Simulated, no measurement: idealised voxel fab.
Process module, titled voxel capacitor over wiring
Xsec cut, 235 nm wide, square cell size 5 nm.
If you're reading a cross-section in this doc, picture square cells in a grid; it comes to you as bands, top ones listed first down to the bottom, and a band can be one or more rows of cells. Per band: top height and bottom height in nm, followed by the left-to-right materials and their widths in nm; "throughout" marks a single material spanning edge to edge, "empty" marks empty space. Note: height 0 marks the level under which the wafer is uniformly one material as received. Lowest band unbounded below, written "from 0 down". You'd read "30 to 40" like this: the band's top row of cells is as wide as the first number, its bottom row is as wide as the second, and going down, every row changes width by the same amount as the row before did. "identical to before" after a step means that no cell of the cross-section changed. "Sealed-off cavities": empty spaces of 8 cells or more with no open way to the top, each given as width x height at distance, distance from the left edge, all in nm. On each step's line, the part that comes after the settings is the simulator's own comment on the step. Regarding "overlay nm": on a step with a mask, it is the distance the mask lay to the right of its planned place; a negative value places it to the left.
**The following list gives the planned process steps**
1,RECEIVE,material Si
2,CONFORMAL_DEP,material SiO2,thk nm 15
3,DIRECTIONAL_DEP,material TiN,thk nm 5
4,DIRECTIONAL_DEP,material Ru,thk nm 20
5,DIRECTIONAL_DEP,material aC,thk nm 10
6,PATTERN,tone cover,mask id METAL_1,material resist,width nm 20,pitch nm 90,thk nm 30,overlay nm 0
7,DIRECTIONAL_ETCH,etch materials aC,depth nm 10
8,STRIP,etch materials resist
9,DIRECTIONAL_ETCH,etch materials Ru,depth nm 20
10,DIRECTIONAL_ETCH,etch materials TiN,depth nm 5
11,STRIP,etch materials aC
12,FILL_DEP,material SiO2,thk nm 10
13,CMP,height nm 40
14,CONFORMAL_DEP,material SiCN,thk nm 5
15,DIRECTIONAL_DEP,material lowk,thk nm 15
16,MASKED_ETCH,tone open,mask id PLUG_1,width nm 15,etch materials lowk,depth nm 15,overlay nm 0
17,MASKED_ETCH,tone open,mask id PLUG_1,width nm 15,etch materials SiCN,depth nm 5,overlay nm 0
18,CONFORMAL_DEP,material TiN,thk nm 5
19,FILL_DEP,material Ru,thk nm 10
20,CMP,height nm 60
21,DIRECTIONAL_DEP,material TiN,thk nm 10
22,DIRECTIONAL_DEP,material Al2O3,thk nm 5
23,DIRECTIONAL_DEP,material TiN,thk nm 5
24,PATTERN,tone cover,mask id UPPER_PLATE,material resist,width nm 75,thk nm 20,overlay nm 0
25,DIRECTIONAL_ETCH,etch materials TiN,depth nm 5
26,DIRECTIONAL_ETCH,etch materials Al2O3,depth nm 5
27,STRIP,etch materials resist
28,PATTERN,tone cover,mask id LOWER_PLATE,material resist,width nm 85,thk nm 15,overlay nm 0
29,DIRECTIONAL_ETCH,etch materials TiN,depth nm 10
30,STRIP,etch materials resist
31,FILL_DEP,material SiO2,thk nm 15
32,CMP,height nm 90
33,MASKED_ETCH,tone open,mask id PLUG_2,width nm 15,etch materials SiO2,depth nm 10,overlay nm 0
34,CONFORMAL_DEP,material TiN,thk nm 5
35,FILL_DEP,material Ru,thk nm 10
36,CMP,height nm 90
37,CONFORMAL_DEP,material SiN,thk nm 5
**Wafer, first of two, run as planned**
**Wafer as received: cross-section following step 1**
  from 0 down  Si throughout
  Sealed-off cavities: none
**Step 2 complete: cross-section through the wafer**
  from 15 to 0  SiO2 throughout
  Below 0, the layers are the same as they were.
**Step 3 complete: cross-section through the wafer**
  from 20 to 15  TiN throughout
  Below 15, the layers are the same as they were.
**Step 4 complete: cross-section through the wafer**
  from 40 to 20  Ru throughout
  Below 20, the layers are the same as they were.
**Step 5 complete: cross-section through the wafer**
  from 50 to 40  aC throughout
  Below 40, the layers are the same as they were.
**Step 6 complete: cross-section through the wafer**
  from 80 to 50  empty 60 nm  resist 20 nm  empty 70 nm  resist 20 nm  empty 65 nm
  Below 50, the layers are the same as they were.
**Step 7 complete: cross-section through the wafer**
  from 70 to 50  empty 60 nm  resist 20 nm  empty 70 nm  resist 20 nm  empty 65 nm
  from 50 to 40  empty 60 nm  aC 20 nm  empty 70 nm  aC 20 nm  empty 65 nm
  Below 40, the layers are the same as they were.
**Step 8 complete: cross-section through the wafer**
  from 50 to 40  empty 60 nm  aC 20 nm  empty 70 nm  aC 20 nm  empty 65 nm
  Below 40, the layers are the same as they were.
**Step 9 complete: cross-section through the wafer**
  from 50 to 40  empty 60 nm  aC 20 nm  empty 70 nm  aC 20 nm  empty 65 nm
  from 40 to 20  empty 60 nm  Ru 20 nm  empty 70 nm  Ru 20 nm  empty 65 nm
  Below 20, the layers are the same as they were.
**Step 10 complete: cross-section through the wafer**
  from 50 to 40  empty 60 nm  aC 20 nm  empty 70 nm  aC 20 nm  empty 65 nm
  from 40 to 20  empty 60 nm  Ru 20 nm  empty 70 nm  Ru 20 nm  empty 65 nm
  from 20 to 15  empty 60 nm  TiN 20 nm  empty 70 nm  TiN 20 nm  empty 65 nm
  Below 15, the layers are the same as they were.
**Step 11 complete: cross-section through the wafer**
  from 40 to 20  empty 60 nm  Ru 20 nm  empty 70 nm  Ru 20 nm  empty 65 nm
  Below 20, the layers are the same as they were.
**Step 12 complete: cross-section through the wafer**
  from 50 to 40  SiO2 throughout
  from 40 to 20  SiO2 60 nm  Ru 20 nm  SiO2 70 nm  Ru 20 nm  SiO2 65 nm
  from 20 to 15  SiO2 60 nm  TiN 20 nm  SiO2 70 nm  TiN 20 nm  SiO2 65 nm
  Below 15, the layers are the same as they were.
**Step 13 complete: cross-section through the wafer**
  from 40 to 20  SiO2 60 nm  Ru 20 nm  SiO2 70 nm  Ru 20 nm  SiO2 65 nm
  Below 20, the layers are the same as they were.
**Step 14 complete: cross-section through the wafer**
  from 45 to 40  SiCN throughout
  Below 40, the layers are the same as they were.
**Step 15 complete: cross-section through the wafer**
  from 60 to 45  lowk throughout
  Below 45, the layers are the same as they were.
**Step 16 complete: cross-section through the wafer**
  from 60 to 45  lowk 65 nm  empty 15 nm  lowk 155 nm
  Below 45, the layers are the same as they were.
**Step 17 complete: cross-section through the wafer**
  from 60 to 45  lowk 65 nm  empty 15 nm  lowk 155 nm
  from 45 to 40  SiCN 65 nm  empty 15 nm  SiCN 155 nm
  Below 40, the layers are the same as they were.
**Step 18 complete: cross-section through the wafer**
  from 65 to 60  TiN 70 nm  empty 5 nm  TiN 160 nm
  from 60 to 45  lowk 65 nm  TiN 5 nm  empty 5 nm  TiN 5 nm  lowk 155 nm
  from 45 to 40  SiCN 65 nm  TiN 15 nm  SiCN 155 nm
  Below 40, the layers are the same as they were.
**Step 19 complete: cross-section through the wafer**
  from 75 to 65  Ru throughout
  from 65 to 60  TiN 70 nm  Ru 5 nm  TiN 160 nm
  from 60 to 45  lowk 65 nm  TiN 5 nm  Ru 5 nm  TiN 5 nm  lowk 155 nm
  Below 45, the layers are the same as they were.
**Step 20 complete: cross-section through the wafer**
  from 60 to 45  lowk 65 nm  TiN 5 nm  Ru 5 nm  TiN 5 nm  lowk 155 nm
  Below 45, the layers are the same as they were.
**Step 21 complete: cross-section through the wafer**
  from 70 to 60  TiN throughout
  Below 60, the layers are the same as they were.
**Step 22 complete: cross-section through the wafer**
  from 75 to 70  Al2O3 throughout
  Below 70, the layers are the same as they were.
**Step 23 complete: cross-section through the wafer**
  from 80 to 75  TiN throughout
  Below 75, the layers are the same as they were.
**Step 24 complete: cross-section through the wafer**
  from 100 to 80  empty 65 nm  resist 75 nm  empty 95 nm
  Below 80, the layers are the same as they were.
**Step 25 complete: cross-section through the wafer**
  from 100 to 80  empty 65 nm  resist 75 nm  empty 95 nm
  from 80 to 75  empty 65 nm  TiN 75 nm  empty 95 nm
  Below 75, the layers are the same as they were.
**Step 26 complete: cross-section through the wafer**
  from 100 to 80  empty 65 nm  resist 75 nm  empty 95 nm
  from 80 to 75  empty 65 nm  TiN 75 nm  empty 95 nm
  from 75 to 70  empty 65 nm  Al2O3 75 nm  empty 95 nm
  Below 70, the layers are the same as they were.
**Step 27 complete: cross-section through the wafer**
  from 80 to 75  empty 65 nm  TiN 75 nm  empty 95 nm
  Below 75, the layers are the same as they were.
**Step 28 complete: cross-section through the wafer**
  from 95 to 80  empty 60 nm  resist 85 nm  empty 90 nm
  from 80 to 75  empty 60 nm  resist 5 nm  TiN 75 nm  resist 5 nm  empty 90 nm
  from 75 to 70  empty 60 nm  resist 5 nm  Al2O3 75 nm  resist 5 nm  empty 90 nm
  Below 70, the layers are the same as they were.
**Step 29 complete: cross-section through the wafer**
  from 95 to 80  empty 60 nm  resist 85 nm  empty 90 nm
  from 80 to 75  empty 60 nm  resist 5 nm  TiN 75 nm  resist 5 nm  empty 90 nm
  from 75 to 70  empty 60 nm  resist 5 nm  Al2O3 75 nm  resist 5 nm  empty 90 nm
  from 70 to 60  empty 60 nm  TiN 85 nm  empty 90 nm
  Below 60, the layers are the same as they were.
**Step 30 complete: cross-section through the wafer**
  from 80 to 75  empty 65 nm  TiN 75 nm  empty 95 nm
  from 75 to 70  empty 65 nm  Al2O3 75 nm  empty 95 nm
  Below 70, the layers are the same as they were.
**Step 31 complete: cross-section through the wafer**
  from 95 to 80  SiO2 throughout
  from 80 to 75  SiO2 65 nm  TiN 75 nm  SiO2 95 nm
  from 75 to 70  SiO2 65 nm  Al2O3 75 nm  SiO2 95 nm
  from 70 to 60  SiO2 60 nm  TiN 85 nm  SiO2 90 nm
  Below 60, the layers are the same as they were.
**Step 32 complete: cross-section through the wafer**
  from 90 to 80  SiO2 throughout
  Below 80, the layers are the same as they were.
**Step 33 complete: cross-section through the wafer**
  from 90 to 80  SiO2 75 nm  empty 15 nm  SiO2 145 nm
  Below 80, the layers are the same as they were.
**Step 34 complete: cross-section through the wafer**
  from 95 to 90  TiN 80 nm  empty 5 nm  TiN 150 nm
  from 90 to 85  SiO2 75 nm  TiN 5 nm  empty 5 nm  TiN 5 nm  SiO2 145 nm
  from 85 to 75  SiO2 75 to 65 nm  TiN 15 to 75 nm  SiO2 145 to 95 nm
  Below 75, the layers are the same as they were.
**Step 35 complete: cross-section through the wafer**
  from 105 to 95  Ru throughout
  from 95 to 90  TiN 80 nm  Ru 5 nm  TiN 150 nm
  from 90 to 85  SiO2 75 nm  TiN 5 nm  Ru 5 nm  TiN 5 nm  SiO2 145 nm
  Below 85, the layers are the same as they were.
**Step 36 complete: cross-section through the wafer**
  from 90 to 85  SiO2 75 nm  TiN 5 nm  Ru 5 nm  TiN 5 nm  SiO2 145 nm
  Below 85, the layers are the same as they were.
**Step 37 complete: cross-section through the wafer**
  from 95 to 90  SiN throughout
  Below 90, the layers are the same as they were.
**Second of two: same start, same plan, one run error; steps up to and including 3 match the first**
**What the second wafer looks like in cross-section when step 4 should have wrapped up**
  from 40 to 20  SiCN throughout
  Below 20, the layers are the same as they were.
**What the second wafer looks like in cross-section when step 5 should have wrapped up**
  from 50 to 40  aC throughout
  Below 40, the layers are the same as they were.
**What the second wafer looks like in cross-section when step 6 should have wrapped up**
  from 80 to 50  empty 60 nm  resist 20 nm  empty 70 nm  resist 20 nm  empty 65 nm
  Below 50, the layers are the same as they were.
**What the second wafer looks like in cross-section when step 7 should have wrapped up**
  from 70 to 50  empty 60 nm  resist 20 nm  empty 70 nm  resist 20 nm  empty 65 nm
  from 50 to 40  empty 60 nm  aC 20 nm  empty 70 nm  aC 20 nm  empty 65 nm
  Below 40, the layers are the same as they were.
**What the second wafer looks like in cross-section when step 8 should have wrapped up**
  from 50 to 40  empty 60 nm  aC 20 nm  empty 70 nm  aC 20 nm  empty 65 nm
  Below 40, the layers are the same as they were.
What the second wafer looks like in cross-section when step 9 should have wrapped up: identical to before
What the second wafer looks like in cross-section when step 10 should have wrapped up: identical to before
**What the second wafer looks like in cross-section when step 11 should have wrapped up**
  from 40 to 20  SiCN throughout
  Below 20, the layers are the same as they were.
**What the second wafer looks like in cross-section when step 12 should have wrapped up**
  from 50 to 40  SiO2 throughout
  Below 40, the layers are the same as they were.
**What the second wafer looks like in cross-section when step 13 should have wrapped up**
  from 40 to 20  SiCN throughout
  Below 20, the layers are the same as they were.
**What the second wafer looks like in cross-section when step 14 should have wrapped up**
  from 45 to 20  SiCN throughout
  Below 20, the layers are the same as they were.
**What the second wafer looks like in cross-section when step 15 should have wrapped up**
  from 60 to 45  lowk throughout
  Below 45, the layers are the same as they were.
**What the second wafer looks like in cross-section when step 16 should have wrapped up**
  from 60 to 45  lowk 65 nm  empty 15 nm  lowk 155 nm
  Below 45, the layers are the same as they were.
**What the second wafer looks like in cross-section when step 17 should have wrapped up**
  from 60 to 45  lowk 65 nm  empty 15 nm  lowk 155 nm
  from 45 to 40  SiCN 65 nm  empty 15 nm  SiCN 155 nm
  Below 40, the layers are the same as they were.
**What the second wafer looks like in cross-section when step 18 should have wrapped up**
  from 65 to 60  TiN 70 nm  empty 5 nm  TiN 160 nm
  from 60 to 45  lowk 65 nm  TiN 5 nm  empty 5 nm  TiN 5 nm  lowk 155 nm
  from 45 to 40  SiCN 65 nm  TiN 15 nm  SiCN 155 nm
  Below 40, the layers are the same as they were.
**What the second wafer looks like in cross-section when step 19 should have wrapped up**
  from 75 to 65  Ru throughout
  from 65 to 60  TiN 70 nm  Ru 5 nm  TiN 160 nm
  from 60 to 45  lowk 65 nm  TiN 5 nm  Ru 5 nm  TiN 5 nm  lowk 155 nm
  Below 45, the layers are the same as they were.
**What the second wafer looks like in cross-section when step 20 should have wrapped up**
  from 60 to 45  lowk 65 nm  TiN 5 nm  Ru 5 nm  TiN 5 nm  lowk 155 nm
  Below 45, the layers are the same as they were.
**What the second wafer looks like in cross-section when step 21 should have wrapped up**
  from 70 to 60  TiN throughout
  Below 60, the layers are the same as they were.
**What the second wafer looks like in cross-section when step 22 should have wrapped up**
  from 75 to 70  Al2O3 throughout
  Below 70, the layers are the same as they were.
**What the second wafer looks like in cross-section when step 23 should have wrapped up**
  from 80 to 75  TiN throughout
  Below 75, the layers are the same as they were.
**What the second wafer looks like in cross-section when step 24 should have wrapped up**
  from 100 to 80  empty 65 nm  resist 75 nm  empty 95 nm
  Below 80, the layers are the same as they were.
**What the second wafer looks like in cross-section when step 25 should have wrapped up**
  from 100 to 80  empty 65 nm  resist 75 nm  empty 95 nm
  from 80 to 75  empty 65 nm  TiN 75 nm  empty 95 nm
  Below 75, the layers are the same as they were.
**What the second wafer looks like in cross-section when step 26 should have wrapped up**
  from 100 to 80  empty 65 nm  resist 75 nm  empty 95 nm
  from 80 to 75  empty 65 nm  TiN 75 nm  empty 95 nm
  from 75 to 70  empty 65 nm  Al2O3 75 nm  empty 95 nm
  Below 70, the layers are the same as they were.
**What the second wafer looks like in cross-section when step 27 should have wrapped up**
  from 80 to 75  empty 65 nm  TiN 75 nm  empty 95 nm
  Below 75, the layers are the same as they were.
**What the second wafer looks like in cross-section when step 28 should have wrapped up**
  from 95 to 80  empty 60 nm  resist 85 nm  empty 90 nm
  from 80 to 75  empty 60 nm  resist 5 nm  TiN 75 nm  resist 5 nm  empty 90 nm
  from 75 to 70  empty 60 nm  resist 5 nm  Al2O3 75 nm  resist 5 nm  empty 90 nm
  Below 70, the layers are the same as they were.
**What the second wafer looks like in cross-section when step 29 should have wrapped up**
  from 95 to 80  empty 60 nm  resist 85 nm  empty 90 nm
  from 80 to 75  empty 60 nm  resist 5 nm  TiN 75 nm  resist 5 nm  empty 90 nm
  from 75 to 70  empty 60 nm  resist 5 nm  Al2O3 75 nm  resist 5 nm  empty 90 nm
  from 70 to 60  empty 60 nm  TiN 85 nm  empty 90 nm
  Below 60, the layers are the same as they were.
**What the second wafer looks like in cross-section when step 30 should have wrapped up**
  from 80 to 75  empty 65 nm  TiN 75 nm  empty 95 nm
  from 75 to 70  empty 65 nm  Al2O3 75 nm  empty 95 nm
  Below 70, the layers are the same as they were.
**What the second wafer looks like in cross-section when step 31 should have wrapped up**
  from 95 to 80  SiO2 throughout
  from 80 to 75  SiO2 65 nm  TiN 75 nm  SiO2 95 nm
  from 75 to 70  SiO2 65 nm  Al2O3 75 nm  SiO2 95 nm
  from 70 to 60  SiO2 60 nm  TiN 85 nm  SiO2 90 nm
  Below 60, the layers are the same as they were.
**What the second wafer looks like in cross-section when step 32 should have wrapped up**
  from 90 to 80  SiO2 throughout
  Below 80, the layers are the same as they were.
**What the second wafer looks like in cross-section when step 33 should have wrapped up**
  from 90 to 80  SiO2 75 nm  empty 15 nm  SiO2 145 nm
  Below 80, the layers are the same as they were.
**What the second wafer looks like in cross-section when step 34 should have wrapped up**
  from 95 to 90  TiN 80 nm  empty 5 nm  TiN 150 nm
  from 90 to 85  SiO2 75 nm  TiN 5 nm  empty 5 nm  TiN 5 nm  SiO2 145 nm
  from 85 to 75  SiO2 75 to 65 nm  TiN 15 to 75 nm  SiO2 145 to 95 nm
  Below 75, the layers are the same as they were.
**What the second wafer looks like in cross-section when step 35 should have wrapped up**
  from 105 to 95  Ru throughout
  from 95 to 90  TiN 80 nm  Ru 5 nm  TiN 150 nm
  from 90 to 85  SiO2 75 nm  TiN 5 nm  Ru 5 nm  TiN 5 nm  SiO2 145 nm
  Below 85, the layers are the same as they were.
**What the second wafer looks like in cross-section when step 36 should have wrapped up**
  from 90 to 85  SiO2 75 nm  TiN 5 nm  Ru 5 nm  TiN 5 nm  SiO2 145 nm
  Below 85, the layers are the same as they were.
**What the second wafer looks like in cross-section when step 37 should have wrapped up**
  from 95 to 90  SiN throughout
  Below 90, the layers are the same as they were.
Where did the run depart from the plan? step 4, actual vs plan mismatch, actual run DIRECTIONAL_DEP,material SiCN,thk nm 20
Wrapping up, a cell-based count of both wafers puts the second over or under the first for these materials: Ru -32, SiCN +188, SiO2 -195, TiN +39
